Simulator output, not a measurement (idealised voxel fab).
process module | voxel transistor to metal
cross-section cut | 270 nm wide | cells 5 nm
A cross-section is a grid of square cells, given in bands from the top down. A band is one or more rows of cells.
Each band's line starts with the height of the band's top and of its bottom, in nm. Then come its materials from left to right, each with its width in nm. One material with "throughout" fills the band from edge to edge. "air" is empty space.
Height 0 is the level under which the wafer as received is all one material. The lowest band goes on downwards, as in "0 down".
A width such as "30 to 40" changes by the same amount from each row of cells to the next, from the band's top row to its bottom row.
"no change" after a step means that no cell of the cross-section changed.
closed voids: empty space of 8 cells or more with no open way to the top, each as width x height at its distance from the left edge, in nm
after a step's settings: what the simulator itself notes on the step
overlay nm, on a step with a mask: how far to the right of its planned place the mask lay; to the left if negative
Each pair below shows a cross-section before one step and the cross-section after it, down to the lowest band that changed. The line under each pair gives the step between them, with its settings. The pairs can come from different runs of this module on the same starting wafer, so a pair continues from the pair above only where its "before" says so.
before
  25 to 20: air 35 | HfO2 20 | air 25 | HfO2 20 | air 70 | HfO2 20 | air 25 | HfO2 20 | air 35
  20 to 15: HfO2 40 | SiN 10 | HfO2 5 | air 25 | HfO2 5 | SiN 10 | HfO2 80 | SiN 10 | HfO2 5 | air 25 | HfO2 5 | SiN 10 | HfO2 40
  15 to 0: SiO2 40 | SiN 10 | HfO2 5 | air 25 | HfO2 5 | SiN 10 | SiO2 80 | SiN 10 | HfO2 5 | air 25 | HfO2 5 | SiN 10 | SiO2 40
  0 to -5: SiO2 30 | pSi 10 | SiN 10 | HfO2 5 | air 25 | HfO2 5 | SiN 10 | pSi 10 | SiO2 60 | pSi 10 | SiN 10 | HfO2 5 | air 25 | HfO2 5 | SiN 10 | pSi 10 | SiO2 30
  -5 to -10: SiO2 15 | pSi 25 | SiO2 10 | HfO2 35 | SiO2 10 | pSi 25 | SiO2 30 | pSi 25 | SiO2 10 | HfO2 35 | SiO2 10 | pSi 25 | SiO2 15
  -10 to -15: SiO2 20 | pSi 20 | Si 55 | pSi 20 | SiO2 40 | pSi 20 | Si 55 | pSi 20 | SiO2 20
  -15 to -45: SiO2 20 | Si 95 | SiO2 40 | Si 95 | SiO2 20
  -45 down: Si throughout
  closed voids: none
after
  30 to 25: air 30 | lowk 30 | air 15 | lowk 30 | air 60 | lowk 30 | air 15 | lowk 30 | air 30
  25 to 20: lowk 35 | HfO2 20 | lowk 5 | air 15 | lowk 5 | HfO2 20 | lowk 70 | HfO2 20 | lowk 5 | air 15 | lowk 5 | HfO2 20 | lowk 35
  20 to 15: HfO2 40 | SiN 10 | HfO2 5 | lowk 5 | air 15 | lowk 5 | HfO2 5 | SiN 10 | HfO2 80 | SiN 10 | HfO2 5 | lowk 5 | air 15 | lowk 5 | HfO2 5 | SiN 10 | HfO2 40
  15 to 0: SiO2 40 | SiN 10 | HfO2 5 | lowk 5 | air 15 | lowk 5 | HfO2 5 | SiN 10 | SiO2 80 | SiN 10 | HfO2 5 | lowk 5 | air 15 | lowk 5 | HfO2 5 | SiN 10 | SiO2 40
  0 to -5: SiO2 30 | pSi 10 | SiN 10 | HfO2 5 | lowk 25 | HfO2 5 | SiN 10 | pSi 10 | SiO2 60 | pSi 10 | SiN 10 | HfO2 5 | lowk 25 | HfO2 5 | SiN 10 | pSi 10 | SiO2 30
  below -5: unchanged
  closed voids: none
the step between: op CONFORMAL_DEP | material lowk | thk nm 5
before: the cross-section after the pair above
after
  40 to 30: W throughout
  30 to 25: W 30 | lowk 30 | W 15 | lowk 30 | W 60 | lowk 30 | W 15 | lowk 30 | W 30
  25 to 20: lowk 35 | HfO2 20 | lowk 5 | W 15 | lowk 5 | HfO2 20 | lowk 70 | HfO2 20 | lowk 5 | W 15 | lowk 5 | HfO2 20 | lowk 35
  20 to 15: HfO2 40 | SiN 10 | HfO2 5 | lowk 5 | W 15 | lowk 5 | HfO2 5 | SiN 10 | HfO2 80 | SiN 10 | HfO2 5 | lowk 5 | W 15 | lowk 5 | HfO2 5 | SiN 10 | HfO2 40
  15 to 0: SiO2 40 | SiN 10 | HfO2 5 | lowk 5 | W 15 | lowk 5 | HfO2 5 | SiN 10 | SiO2 80 | SiN 10 | HfO2 5 | lowk 5 | W 15 | lowk 5 | HfO2 5 | SiN 10 | SiO2 40
  below 0: unchanged
  closed voids: none
the step between: op FILL_DEP | material W | thk nm 10
before: the cross-section after the pair above
after
  15 to 0: SiO2 40 | SiN 10 | HfO2 5 | lowk 5 | W 15 | lowk 5 | HfO2 5 | SiN 10 | SiO2 80 | SiN 10 | HfO2 5 | lowk 5 | W 15 | lowk 5 | HfO2 5 | SiN 10 | SiO2 40
  below 0: unchanged
  closed voids: none
the step between: op CMP | height nm 15
before: the cross-section after the pair above
after
  25 to 15: SiO2 throughout
  below 15: unchanged
  closed voids: none
the step between: op DIRECTIONAL_DEP | material SiO2 | thk nm 10
before: the cross-section after the pair above
after
  35 to 25: aC throughout
  below 25: unchanged
  closed voids: none
the step between: op DIRECTIONAL_DEP | material aC | thk nm 10
before: the cross-section after the pair above
after
  65 to 35: resist 20 | air 20 | resist 55 | air 20 | resist 40 | air 20 | resist 55 | air 20 | resist 20
  below 35: unchanged
  closed voids: none
the step between: op PATTERN | tone open | mask id CONTACT | material resist | width nm 20 | thk nm 30 | overlay nm 0
before: the cross-section after the pair above
after
  55 to 35: resist 20 | air 20 | resist 55 | air 20 | resist 40 | air 20 | resist 55 | air 20 | resist 20
  35 to 25: aC 20 | air 20 | aC 55 | air 20 | aC 40 | air 20 | aC 55 | air 20 | aC 20
  below 25: unchanged
  closed voids: none
the step between: op DIRECTIONAL_ETCH | etch materials aC | depth nm 10
before: the cross-section after the pair above
after
  35 to 25: aC 20 | air 20 | aC 55 | air 20 | aC 40 | air 20 | aC 55 | air 20 | aC 20
  below 25: unchanged
  closed voids: none
the step between: op STRIP | etch materials resist
before: the cross-section after the pair above
after
  35 to 25: aC 20 | air 20 | aC 55 | air 20 | aC 40 | air 20 | aC 55 | air 20 | aC 20
  25 to 15: SiO2 20 | air 20 | SiO2 55 | air 20 | SiO2 40 | air 20 | SiO2 55 | air 20 | SiO2 20
  15 to 0: SiO2 20 | air 20 | SiN 10 | HfO2 5 | lowk 5 | W 15 | lowk 5 | HfO2 5 | SiN 10 | air 20 | SiO2 40 | air 20 | SiN 10 | HfO2 5 | lowk 5 | W 15 | lowk 5 | HfO2 5 | SiN 10 | air 20 | SiO2 20
  0 to -5: SiO2 20 | air 10 | pSi 10 | SiN 10 | HfO2 5 | lowk 25 | HfO2 5 | SiN 10 | pSi 10 | air 10 | SiO2 40 | air 10 | pSi 10 | SiN 10 | HfO2 5 | lowk 25 | HfO2 5 | SiN 10 | pSi 10 | air 10 | SiO2 20
  below -5: unchanged
  closed voids: none
the step between: op DIRECTIONAL_ETCH | etch materials SiO2 | depth nm 30
before: the cross-section after the pair above
after
  25 to 15: SiO2 20 | air 20 | SiO2 55 | air 20 | SiO2 40 | air 20 | SiO2 55 | air 20 | SiO2 20
  below 15: unchanged
  closed voids: none
the step between: op STRIP | etch materials aC
before: the cross-section after the pair above
after
  30 to 25: TiN 25 | air 10 | TiN 65 | air 10 | TiN 50 | air 10 | TiN 65 | air 10 | TiN 25
  25 to 15: SiO2 20 | TiN 5 | air 10 | TiN 5 | SiO2 55 | TiN 5 | air 10 | TiN 5 | SiO2 40 | TiN 5 | air 10 | TiN 5 | SiO2 55 | TiN 5 | air 10 | TiN 5 | SiO2 20
  15 to 5: SiO2 20 | TiN 5 | air 10 | TiN 5 | SiN 10 | HfO2 5 | lowk 5 | W 15 | lowk 5 | HfO2 5 | SiN 10 | TiN 5 | air 10 | TiN 5 | SiO2 40 | TiN 5 | air 10 | TiN 5 | SiN 10 | HfO2 5 | lowk 5 | W 15 | lowk 5 | HfO2 5 | SiN 10 | TiN 5 | air 10 | TiN 5 | SiO2 20
  5 to 0: SiO2 20 | TiN 20 | SiN 10 | HfO2 5 | lowk 5 | W 15 | lowk 5 | HfO2 5 | SiN 10 | TiN 20 | SiO2 40 | TiN 20 | SiN 10 | HfO2 5 | lowk 5 | W 15 | lowk 5 | HfO2 5 | SiN 10 | TiN 20 | SiO2 20
  0 to -5: SiO2 20 | TiN 10 | pSi 10 | SiN 10 | HfO2 5 | lowk 25 | HfO2 5 | SiN 10 | pSi 10 | TiN 10 | SiO2 40 | TiN 10 | pSi 10 | SiN 10 | HfO2 5 | lowk 25 | HfO2 5 | SiN 10 | pSi 10 | TiN 10 | SiO2 20
  below -5: unchanged
  closed voids: none
the step between: op CONFORMAL_DEP | material TiN | thk nm 5
before: the cross-section after the pair above
after
  40 to 30: W throughout
  30 to 25: TiN 25 | W 10 | TiN 65 | W 10 | TiN 50 | W 10 | TiN 65 | W 10 | TiN 25
  25 to 15: SiO2 20 | TiN 5 | W 10 | TiN 5 | SiO2 55 | TiN 5 | W 10 | TiN 5 | SiO2 40 | TiN 5 | W 10 | TiN 5 | SiO2 55 | TiN 5 | W 10 | TiN 5 | SiO2 20
  15 to 5: SiO2 20 | TiN 5 | W 10 | TiN 5 | SiN 10 | HfO2 5 | lowk 5 | W 15 | lowk 5 | HfO2 5 | SiN 10 | TiN 5 | W 10 | TiN 5 | SiO2 40 | TiN 5 | W 10 | TiN 5 | SiN 10 | HfO2 5 | lowk 5 | W 15 | lowk 5 | HfO2 5 | SiN 10 | TiN 5 | W 10 | TiN 5 | SiO2 20
  below 5: unchanged
  closed voids: none
the step between: op FILL_DEP | material W | thk nm 10
before: the cross-section after the pair above
after
  25 to 15: SiO2 20 | TiN 5 | W 10 | TiN 5 | SiO2 55 | TiN 5 | W 10 | TiN 5 | SiO2 40 | TiN 5 | W 10 | TiN 5 | SiO2 55 | TiN 5 | W 10 | TiN 5 | SiO2 20
  below 15: unchanged
  closed voids: none
the step between: op CMP | height nm 25
before: the cross-section after the pair above
after
  30 to 25: SiN throughout
  below 25: unchanged
  closed voids: none
the step between: op CONFORMAL_DEP | material SiN | thk nm 5
before: the cross-section after the pair above
after
  55 to 30: lowk throughout
  below 30: unchanged
  closed voids: none
the step between: op DIRECTIONAL_DEP | material lowk | thk nm 25
before: the cross-section after the pair above
after
  70 to 55: aC throughout
  below 55: unchanged
  closed voids: none
the step between: op DIRECTIONAL_DEP | material aC | thk nm 15
before: the cross-section after the pair above
after
  100 to 70: resist 20 | air 20 | resist 55 | air 20 | resist 40 | air 20 | resist 55 | air 20 | resist 20
  below 70: unchanged
  closed voids: none
the step between: op PATTERN | tone open | mask id METAL_1 | material resist | width nm 20 | thk nm 30 | overlay nm 0
before: the cross-section after the pair above
after
  85 to 70: resist 20 | air 20 | resist 55 | air 20 | resist 40 | air 20 | resist 55 | air 20 | resist 20
  70 to 55: aC 20 | air 20 | aC 55 | air 20 | aC 40 | air 20 | aC 55 | air 20 | aC 20
  below 55: unchanged
  closed voids: none
the step between: op DIRECTIONAL_ETCH | etch materials aC | depth nm 15
before: the cross-section after the pair above
after
  70 to 55: aC 20 | air 20 | aC 55 | air 20 | aC 40 | air 20 | aC 55 | air 20 | aC 20
  below 55: unchanged
  closed voids: none
the step between: op STRIP | etch materials resist
before: the cross-section after the pair above
after
  70 to 55: aC 20 | air 20 | aC 55 | air 20 | aC 40 | air 20 | aC 55 | air 20 | aC 20
  55 to 30: lowk 20 | air 20 | lowk 55 | air 20 | lowk 40 | air 20 | lowk 55 | air 20 | lowk 20
  below 30: unchanged
  closed voids: none
the step between: op DIRECTIONAL_ETCH | etch materials lowk | depth nm 25
before: the cross-section after the pair above
after
  70 to 55: aC 20 | air 20 | aC 55 | air 20 | aC 40 | air 20 | aC 55 | air 20 | aC 20
  55 to 30: lowk 20 | air 20 | lowk 55 | air 20 | lowk 40 | air 20 | lowk 55 | air 20 | lowk 20
  30 to 25: SiN 20 | air 20 | SiN 55 | air 20 | SiN 40 | air 20 | SiN 55 | air 20 | SiN 20
  below 25: unchanged
  closed voids: none
the step between: op DIRECTIONAL_ETCH | etch materials SiN | depth nm 5
before: the cross-section after the pair above
after
  55 to 30: lowk 20 | air 20 | lowk 55 | air 20 | lowk 40 | air 20 | lowk 55 | air 20 | lowk 20
  below 30: unchanged
  closed voids: none
the step between: op STRIP | etch materials aC
before: the cross-section after the pair above
after
  60 to 55: TiN 25 | air 10 | TiN 65 | air 10 | TiN 50 | air 10 | TiN 65 | air 10 | TiN 25
  55 to 30: lowk 20 | TiN 5 | air 10 | TiN 5 | lowk 55 | TiN 5 | air 10 | TiN 5 | lowk 40 | TiN 5 | air 10 | TiN 5 | lowk 55 | TiN 5 | air 10 | TiN 5 | lowk 20
  30 to 25: SiN 20 | TiN 20 | SiN 55 | TiN 20 | SiN 40 | TiN 20 | SiN 55 | TiN 20 | SiN 20
  below 25: unchanged
  closed voids: none
the step between: op CONFORMAL_DEP | material TiN | thk nm 5
before: the cross-section after the pair above
after
  65 to 60: Cu throughout
  60 to 55: TiN 25 | Cu 10 | TiN 65 | Cu 10 | TiN 50 | Cu 10 | TiN 65 | Cu 10 | TiN 25
  55 to 30: lowk 20 | TiN 5 | Cu 10 | TiN 5 | lowk 55 | TiN 5 | Cu 10 | TiN 5 | lowk 40 | TiN 5 | Cu 10 | TiN 5 | lowk 55 | TiN 5 | Cu 10 | TiN 5 | lowk 20
  below 30: unchanged
  closed voids: none
the step between: op FILL_DEP | material Cu | thk nm 5
before: the cross-section after the pair above
after
  55 to 30: lowk 20 | TiN 5 | Cu 10 | TiN 5 | lowk 55 | TiN 5 | Cu 10 | TiN 5 | lowk 40 | TiN 5 | Cu 10 | TiN 5 | lowk 55 | TiN 5 | Cu 10 | TiN 5 | lowk 20
  below 30: unchanged
  closed voids: none
the step between: op CMP | height nm 55
before: the cross-section after the pair above
after
  60 to 55: air 15 | Ru 30 | air 45 | Ru 30 | air 30 | Ru 30 | air 45 | Ru 30 | air 15
  below 55: unchanged
  closed voids: none
the step between: op EPI | material Ru | thk nm 5
before: the cross-section after the pair above
after
  65 to 60: SiCN throughout
  60 to 55: SiCN 15 | Ru 30 | SiCN 45 | Ru 30 | SiCN 30 | Ru 30 | SiCN 45 | Ru 30 | SiCN 15
  below 55: unchanged
  closed voids: none
the step between: op FILL_DEP | material SiCN | thk nm 5
before
  70 to 55: aC throughout
  55 to 30: lowk throughout
  30 to 25: SiN throughout
  25 to 15: SiO2 20 | TiN 5 | W 10 | TiN 5 | SiO2 55 | TiN 5 | W 10 | TiN 5 | SiO2 40 | TiN 5 | W 10 | TiN 5 | SiO2 55 | TiN 5 | W 10 | TiN 5 | SiO2 20
  15 to 5: SiO2 20 | TiN 5 | W 10 | TiN 5 | SiN 10 | HfO2 5 | TiN 5 | W 15 | TiN 5 | HfO2 5 | SiN 10 | TiN 5 | W 10 | TiN 5 | SiO2 40 | TiN 5 | W 10 | TiN 5 | SiN 10 | HfO2 5 | TiN 5 | W 15 | TiN 5 | HfO2 5 | SiN 10 | TiN 5 | W 10 | TiN 5 | SiO2 20
  5 to 0: SiO2 20 | TiN 20 | SiN 10 | HfO2 5 | TiN 5 | W 15 | TiN 5 | HfO2 5 | SiN 10 | TiN 20 | SiO2 40 | TiN 20 | SiN 10 | HfO2 5 | TiN 5 | W 15 | TiN 5 | HfO2 5 | SiN 10 | TiN 20 | SiO2 20
  0 to -5: SiO2 20 | TiN 10 | pSi 10 | SiN 10 | HfO2 5 | TiN 25 | HfO2 5 | SiN 10 | pSi 10 | TiN 10 | SiO2 40 | TiN 10 | pSi 10 | SiN 10 | HfO2 5 | TiN 25 | HfO2 5 | SiN 10 | pSi 10 | TiN 10 | SiO2 20
  -5 to -10: SiO2 15 | pSi 25 | SiO2 10 | HfO2 35 | SiO2 10 | pSi 25 | SiO2 30 | pSi 25 | SiO2 10 | HfO2 35 | SiO2 10 | pSi 25 | SiO2 15
  -10 to -15: SiO2 20 | pSi 20 | Si 55 | pSi 20 | SiO2 40 | pSi 20 | Si 55 | pSi 20 | SiO2 20
  -15 to -45: SiO2 20 | Si 95 | SiO2 40 | Si 95 | SiO2 20
  -45 down: Si throughout
  closed voids: none
after
  100 to 70: air 20 | resist 20 | air 55 | resist 20 | air 40 | resist 20 | air 55 | resist 20 | air 20
  below 70: unchanged
  closed voids: none
the step between: op PATTERN | tone cover | mask id METAL_1 | material resist | width nm 20 | thk nm 30 | overlay nm 0
before: the cross-section after the pair above
after
  85 to 70: air 20 | resist 20 | air 55 | resist 20 | air 40 | resist 20 | air 55 | resist 20 | air 20
  70 to 55: air 20 | aC 20 | air 55 | aC 20 | air 40 | aC 20 | air 55 | aC 20 | air 20
  below 55: unchanged
  closed voids: none
the step between: op DIRECTIONAL_ETCH | etch materials aC | depth nm 15
before: the cross-section after the pair above
after
  70 to 55: air 20 | aC 20 | air 55 | aC 20 | air 40 | aC 20 | air 55 | aC 20 | air 20
  below 55: unchanged
  closed voids: none
the step between: op STRIP | etch materials resist
before: the cross-section after the pair above
after
  70 to 55: air 20 | aC 20 | air 55 | aC 20 | air 40 | aC 20 | air 55 | aC 20 | air 20
  55 to 30: air 20 | lowk 20 | air 55 | lowk 20 | air 40 | lowk 20 | air 55 | lowk 20 | air 20
  below 30: unchanged
  closed voids: none
the step between: op DIRECTIONAL_ETCH | etch materials lowk | depth nm 25
before: the cross-section after the pair above
after
  70 to 55: air 20 | aC 20 | air 55 | aC 20 | air 40 | aC 20 | air 55 | aC 20 | air 20
  55 to 30: air 20 | lowk 20 | air 55 | lowk 20 | air 40 | lowk 20 | air 55 | lowk 20 | air 20
  30 to 25: air 20 | SiN 20 | air 55 | SiN 20 | air 40 | SiN 20 | air 55 | SiN 20 | air 20
  below 25: unchanged
  closed voids: none
the step between: op DIRECTIONAL_ETCH | etch materials SiN | depth nm 5
before: the cross-section after the pair above
after
  55 to 30: air 20 | lowk 20 | air 55 | lowk 20 | air 40 | lowk 20 | air 55 | lowk 20 | air 20
  below 30: unchanged
  closed voids: none
the step between: op STRIP | etch materials aC
before: the cross-section after the pair above
after
  60 to 55: air 15 | TiN 30 | air 45 | TiN 30 | air 30 | TiN 30 | air 45 | TiN 30 | air 15
  55 to 30: air 15 | TiN 5 | lowk 20 | TiN 5 | air 45 | TiN 5 | lowk 20 | TiN 5 | air 30 | TiN 5 | lowk 20 | TiN 5 | air 45 | TiN 5 | lowk 20 | TiN 5 | air 15
  30 to 25: TiN 20 | SiN 20 | TiN 55 | SiN 20 | TiN 40 | SiN 20 | TiN 55 | SiN 20 | TiN 20
  below 25: unchanged
  closed voids: none
the step between: op CONFORMAL_DEP | material TiN | thk nm 5
before: the cross-section after the pair above
after
  65 to 60: Cu throughout
  60 to 55: Cu 15 | TiN 30 | Cu 45 | TiN 30 | Cu 30 | TiN 30 | Cu 45 | TiN 30 | Cu 15
  55 to 30: Cu 15 | TiN 5 | lowk 20 | TiN 5 | Cu 45 | TiN 5 | lowk 20 | TiN 5 | Cu 30 | TiN 5 | lowk 20 | TiN 5 | Cu 45 | TiN 5 | lowk 20 | TiN 5 | Cu 15
  below 30: unchanged
  closed voids: none
the step between: op FILL_DEP | material Cu | thk nm 5
before: the cross-section after the pair above
after
  55 to 30: Cu 15 | TiN 5 | lowk 20 | TiN 5 | Cu 45 | TiN 5 | lowk 20 | TiN 5 | Cu 30 | TiN 5 | lowk 20 | TiN 5 | Cu 45 | TiN 5 | lowk 20 | TiN 5 | Cu 15
  below 30: unchanged
  closed voids: none
the step between: op CMP | height nm 55
before: the cross-section after the pair above
after
  60 to 55: Ru 25 | air 10 | Ru 65 | air 10 | Ru 50 | air 10 | Ru 65 | air 10 | Ru 25
  below 55: unchanged
  closed voids: none
the step between: op EPI | material Ru | thk nm 5
before: the cross-section after the pair above
after
  65 to 60: SiCN throughout
  60 to 55: Ru 25 | SiCN 10 | Ru 65 | SiCN 10 | Ru 50 | SiCN 10 | Ru 65 | SiCN 10 | Ru 25
  below 55: unchanged
  closed voids: none
the step between: op FILL_DEP | material SiCN | thk nm 5
